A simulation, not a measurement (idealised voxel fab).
process module | voxel capacitor over wiring
Shown is cross-section cut, with a width of 140 nm and square cells of size 5 nm.
Cross-section layout: square cells on a grid; listed as bands, top to bottom; a band spans one or more cell rows.
Band: top height; bottom height; in nm. Then, left to right: material with width in nm, for each material. "everywhere": a single material spanning edge to edge. "empty": empty space.
We count height from 0. Below that, the starting wafer is all one material. The lowest band never ends at the bottom but goes on down; see "0 down" for how that is written.
Note: "30..40" means the width goes from the first number (top row of the band) to the second number (bottom row) in equal steps per row of cells.
No cell of the cross-section changed in a step that is given as "remained the same".
Empty spaces without an open route to the top, at least 8 cells in extent, make up the entry "Enclosed voids"; each is given as width x height at distance, where the distance is measured from the left edge, and all are in nm.
On each step's line, the part that comes after the settings is the simulator's own comment on the step.
When a step includes a mask, the "overlay nm" setting on its line states how far to the right of its planned place that mask lay, and negative values state how far to the left.
**Listed below are the process steps as planned**
1,op RECEIVE | material Si
2,op CONFORMAL_DEP | material SiO2 | thk nm 15
3,op DIRECTIONAL_DEP | material TiN | thk nm 5
4,op DIRECTIONAL_DEP | material Ru | thk nm 15
5,op PATTERN | tone cover | mask id METAL_1 | material resist | width nm 25 | pitch nm 85 | thk nm 15 | overlay nm 0
6,op DIRECTIONAL_ETCH | etch materials Ru | depth nm 15
7,op DIRECTIONAL_ETCH | etch materials TiN | depth nm 5
8,op STRIP | etch materials resist
9,op FILL_DEP | material lowk | thk nm 10
10,op CMP | height nm 35
11,op CONFORMAL_DEP | material SiCN | thk nm 5
12,op DIRECTIONAL_DEP | material lowk | thk nm 20
13,op PATTERN | tone open | mask id PLUG_1 | material resist | width nm 15 | thk nm 15 | overlay nm 0
14,op DIRECTIONAL_ETCH | etch materials lowk | depth nm 20
15,op DIRECTIONAL_ETCH | etch materials SiCN | depth nm 5
16,op STRIP | etch materials resist
17,op EPI | material Ru | thk nm 10
18,op EPI | material Ru | thk nm 10
19,op EPI | material Ru | thk nm 5
20,op DIRECTIONAL_DEP | material TiN | thk nm 10
21,op DIRECTIONAL_DEP | material SiN | thk nm 5
22,op DIRECTIONAL_DEP | material TiN | thk nm 5
23,op MASKED_ETCH | tone cover | mask id UPPER_PLATE | width nm 65 | etch materials TiN | depth nm 5 | overlay nm 0
24,op MASKED_ETCH | tone cover | mask id UPPER_PLATE | width nm 65 | etch materials SiN | depth nm 5 | overlay nm 0
25,op MASKED_ETCH | tone cover | mask id LOWER_PLATE | width nm 75 | etch materials TiN | depth nm 10 | overlay nm 0
26,op FILL_DEP | material SiO2 | thk nm 15
27,op CMP | height nm 90
28,op MASKED_ETCH | tone open | mask id PLUG_2 | width nm 15 | etch materials SiO2 | depth nm 10 | overlay nm 0
29,op CONFORMAL_DEP | material TiN | thk nm 5
30,op FILL_DEP | material Ru | thk nm 10
31,op CMP | height nm 90
32,op CONFORMAL_DEP | material SiCN | thk nm 5
**Cross-section: wafer on arrival = after step 1**
- 0 down | Si everywhere
- Enclosed voids: none
**Cross-section at module end, one run error; start and plan unchanged from above**
- 95 to 90 | SiCN everywhere
- 90 to 85 | SiO2: 35 / TiN: 5 / Ru: 5 / TiN: 5 / SiO2: 90
- 85 to 80 | SiO2: 35 / TiN: 15 / SiO2: 90
- 80 to 75 | SiO2 everywhere
- 75 to 70 | SiN everywhere
- 70 to 60 | TiN everywhere
- 60 to 40 | lowk: 25 / Ru: 15 / lowk: 100
- 40 to 35 | SiCN: 25 / Ru: 15 / SiCN: 100
- 35 to 20 | lowk: 15 / Ru: 25 / lowk: 60 / Ru: 25 / lowk: 15
- 20 to 15 | lowk: 15 / TiN: 25 / lowk: 60 / TiN: 25 / lowk: 15
- 15 to 0 | SiO2 everywhere
- 0 down | Si everywhere
- Enclosed voids: none
Deviation from plan: off-plan run, step 22, actual operation and settings op DIRECTIONAL_DEP | material SiO2 | thk nm 5
